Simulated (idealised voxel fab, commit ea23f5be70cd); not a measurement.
process module | voxel ribs on slabs
cross-section cut | 190 nm wide | cells 5 nm
A cross-section is a grid of square cells, given in bands from the top down. A band is one or more rows of cells.
Each band's line starts with the height of the band's top and of its bottom, in nm. Then come its materials from left to right, each with its width in nm. One material with "throughout" fills the band from edge to edge. "air" is empty space.
Height 0 is the level under which the wafer as received is all one material. The lowest band goes on downwards, as in "0 down".
A width such as "30 to 40" changes by the same amount from each row of cells to the next, from the band's top row to its bottom row.
"no change" after a step means that no cell of the cross-section changed.
closed voids: empty space of 8 cells or more with no open way to the top, each as width x height at its distance from the left edge, in nm
after a step's settings: what the simulator itself notes on the step
overlay nm, on a step with a mask: how far to the right of its planned place the mask lay; to the left if negative
plan
1 op RECEIVE | material Si
2 op DIRECTIONAL_DEP | material SiO2 | thk nm 30
3 op DIRECTIONAL_DEP | material SiN | thk nm 25
4 op MASKED_ETCH | tone cover | mask id RIB | width nm 20 | etch materials SiN | depth nm 20 | overlay nm 0
5 op PATTERN | tone cover | mask id SLAB | material resist | width nm 60 | thk nm 20 | overlay nm 0
6 op DIRECTIONAL_ETCH | etch materials SiN | depth nm 5
7 op STRIP | etch materials resist
8 op FILL_DEP | material SiO2 | thk nm 15
9 op CMP | height nm 65
10 op DIRECTIONAL_DEP | material TiN | thk nm 5
11 op DIRECTIONAL_DEP | material aC | thk nm 10
12 op PATTERN | tone cover | mask id HEATER | material resist | width nm 30 | thk nm 25 | overlay nm 0
13 op DIRECTIONAL_ETCH | etch materials aC | depth nm 10
14 op STRIP | etch materials resist
15 op DIRECTIONAL_ETCH | etch materials TiN | depth nm 5
16 op STRIP | etch materials aC
17 op CONFORMAL_DEP | material SiO2 | thk nm 5
as received, after step 1
  0 down: Si throughout
  closed voids: none
first wafer at the end, as planned
  75 to 70: air 75 | SiO2 40 | air 75
  70 to 65: SiO2 80 | TiN 30 | SiO2 80
  65 to 55: SiO2 throughout
  55 to 35: SiO2 85 | SiN 20 | SiO2 85
  35 to 30: SiO2 65 | SiN 60 | SiO2 65
  30 to 0: SiO2 throughout
  0 down: Si throughout
  closed voids: none
second wafer at the end: like start, like plan, one mistake
  70 to 65: air 80 | TiN 30 | air 80
  65 to 55: SiO2 throughout
  55 to 35: SiO2 85 | SiN 20 | SiO2 85
  35 to 30: SiO2 65 | SiN 60 | SiO2 65
  30 to 0: SiO2 throughout
  0 down: Si throughout
  closed voids: none
what went wrong: step 17 was left out
at the end the second wafer has, in cells: 40 fewer of SiO2
